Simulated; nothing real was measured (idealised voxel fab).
The process module that follows is named voxel released beams.
In the cross-section labelled cut, the width is 165 nm and each square cell is 5 nm.
Cross-section = grid of square cells, listed top down in bands; band = one or more rows.
The entry gives the band's vertical extent as a top height and a bottom height in nm, then its horizontal make-up as materials from left to right, each with a width in nm. "air" stands for empty space; a single material marked "edge to edge" fills the band edge to edge.
Height 0 is the level under which the wafer as received is all one material. The lowest band goes on downwards, as in "0 -> down".
Width spec "30->40" -> top row of cells at first value, bottom row at second value, equal per-row change in between.
Reading "nothing changed" for a step: not a cell of the cross-section changed in it.
"Closed void catalog" specifies each empty space that is not open to the top and that occupies no fewer than 8 cells, using the form width x height at distance, the distance measured from the left edge and all three quantities in nm.
Formally, on a step line, whatever follows the settings is a remark that the simulator itself makes on the step.
When a step includes a mask, the "overlay nm" setting on its line states how far to the right of its planned place that mask lay, and negative values state how far to the left.

The steps planned for the process are as follows
1) RECEIVE (material Si)
2) CONFORMAL_DEP (material Al2O3; thk nm 5)
3) DIRECTIONAL_DEP (material SiO2; thk nm 20)
4) PATTERN (tone open; mask id ANCHOR; material resist; width nm 35; thk nm 15; overlay nm -10)
5) DIRECTIONAL_ETCH (etch materials SiO2; depth nm 20)
6) STRIP (etch materials resist)
7) CONFORMAL_DEP (material W; thk nm 10)
8) DIRECTIONAL_DEP (material aC; thk nm 10)
9) PATTERN (tone cover; mask id BEAM; material resist; width nm 120; thk nm 30; overlay nm 0)
10) DIRECTIONAL_ETCH (etch materials aC; depth nm 10)
11) STRIP (etch materials resist)
12) DIRECTIONAL_ETCH (etch materials W; depth nm 10)
13) STRIP (etch materials aC)
14) STRIP (etch materials SiO2)
The plan shows the overlay nm of step 4 as the first wafer had it; this setting differs between the wafers, which start out alike.

So this is the first of several wafers, cross-sectioned as it came to us, meaning it's at the end of step 1
0 -> down: Si edge to edge
Closed void catalog: none

Every row in this table is a wafer at the end of the module, and it gives, for each of the materials, the cells that wafer has gained (+) or lost (-) since it was received, then its closed voids
overlay nm -10; +33 Al2O3; +64 W; Closed void catalog: none
overlay nm -5; +33 Al2O3; +64 W; Closed void catalog: none
overlay nm 0; +33 Al2O3; +64 W; Closed void catalog: none
overlay nm 5; +33 Al2O3; +64 W; Closed void catalog: none
overlay nm 10; +33 Al2O3; +64 W; Closed void catalog: none
overlay nm 15; +33 Al2O3; +64 W; Closed void catalog: none
